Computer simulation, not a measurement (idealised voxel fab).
process module | voxel self aligned vias
cross-section cut | 280 nm wide | cells 5 nm
A cross-section is a grid of square cells, given in bands from the top down. A band is one or more rows of cells.
Each band's line starts with the height of the band's top and of its bottom, in nm. Then come its materials from left to right, each with its width in nm. One material with "throughout" fills the band from edge to edge. "air" is empty space.
Height 0 is the level under which the wafer as received is all one material. The lowest band goes on downwards, as in "0 down".
A width such as "30 to 40" changes by the same amount from each row of cells to the next, from the band's top row to its bottom row.
"no change" after a step means that no cell of the cross-section changed.
closed voids: empty space of 8 cells or more with no open way to the top, each as width x height at its distance from the left edge, in nm
after a step's settings: what the simulator itself notes on the step
overlay nm, on a step with a mask: how far to the right of its planned place the mask lay; to the left if negative
plan
1 op RECEIVE | material Si
2 op CONFORMAL_DEP | material SiO2 | thk nm 10
3 op CONFORMAL_DEP | material SiCN | thk nm 5
4 op DIRECTIONAL_DEP | material lowk | thk nm 30
5 op DIRECTIONAL_DEP | material aC | thk nm 15
6 op PATTERN | tone open | mask id LINES | material resist | width nm 30 | pitch nm 65 | thk nm 35 | overlay nm 0
7 op DIRECTIONAL_ETCH | etch materials aC | depth nm 15
8 op STRIP | etch materials resist
9 op DIRECTIONAL_ETCH | etch materials lowk | depth nm 30
10 op STRIP | etch materials aC
11 op CONFORMAL_DEP | material TiN | thk nm 5
12 op FILL_DEP | material W | thk nm 10
13 op CMP | height nm 45
14 op SELECTIVE_ETCH | etch materials W Ru TiN | depth nm 10
15 op FILL_DEP | material SiN | thk nm 5
16 op CMP | height nm 45
17 op DIRECTIONAL_DEP | material lowk | thk nm 20
18 op MASKED_ETCH | tone open | mask id VIAS | width nm 50 | pitch nm 65 | etch materials lowk | depth nm 20 | overlay nm 0
19 op MASKED_ETCH | tone open | mask id VIAS | width nm 50 | pitch nm 65 | etch materials SiN | depth nm 10 | overlay nm 0
20 op CONFORMAL_DEP | material TiN | thk nm 5
21 op FILL_DEP | material Ru | thk nm 10
22 op CMP | height nm 65
23 op CONFORMAL_DEP | material SiN | thk nm 5
as received, after step 1
  0 down: Si throughout
  closed voids: none
first wafer at the end, as planned
  70 to 65: SiN throughout
  65 to 50: lowk 50 | TiN 5 | Ru 40 | TiN 5 | lowk 15 | TiN 5 | Ru 40 | TiN 5 | lowk 15 | TiN 5 | Ru 40 | TiN 5 | lowk 50
  50 to 40: lowk 50 to 60 | TiN 15 to 5 | Ru 20 | TiN 15 to 5 | lowk 15 to 35 | TiN 15 to 5 | Ru 20 | TiN 15 to 5 | lowk 15 to 35 | TiN 15 to 5 | Ru 20 | TiN 15 to 5 | lowk 50 to 60
  40 to 35: lowk 60 | TiN 30 | lowk 35 | TiN 30 | lowk 35 | TiN 30 | lowk 60
  35 to 20: lowk 60 | TiN 5 | W 20 | TiN 5 | lowk 35 | TiN 5 | W 20 | TiN 5 | lowk 35 | TiN 5 | W 20 | TiN 5 | lowk 60
  20 to 15: lowk 60 | TiN 30 | lowk 35 | TiN 30 | lowk 35 | TiN 30 | lowk 60
  15 to 10: SiCN throughout
  10 to 0: SiO2 throughout
  0 down: Si throughout
  closed voids: none
second wafer at the end: like start, like plan, one mistake
  70 to 65: SiN throughout
  65 to 50: lowk 50 | TiN 5 | aC 40 | TiN 5 | lowk 15 | TiN 5 | aC 40 | TiN 5 | lowk 15 | TiN 5 | aC 40 | TiN 5 | lowk 50
  50 to 40: lowk 50 to 60 | TiN 15 to 5 | aC 20 | TiN 15 to 5 | lowk 15 to 35 | TiN 15 to 5 | aC 20 | TiN 15 to 5 | lowk 15 to 35 | TiN 15 to 5 | aC 20 | TiN 15 to 5 | lowk 50 to 60
  40 to 35: lowk 60 | TiN 30 | lowk 35 | TiN 30 | lowk 35 | TiN 30 | lowk 60
  35 to 20: lowk 60 | TiN 5 | W 20 | TiN 5 | lowk 35 | TiN 5 | W 20 | TiN 5 | lowk 35 | TiN 5 | W 20 | TiN 5 | lowk 60
  20 to 15: lowk 60 | TiN 30 | lowk 35 | TiN 30 | lowk 35 | TiN 30 | lowk 60
  15 to 10: SiCN throughout
  10 to 0: SiO2 throughout
  0 down: Si throughout
  closed voids: none
what went wrong: step 21 ran as: op FILL_DEP | material aC | thk nm 10
at the end the second wafer has, in cells: 96 fewer of Ru | 96 more of aC
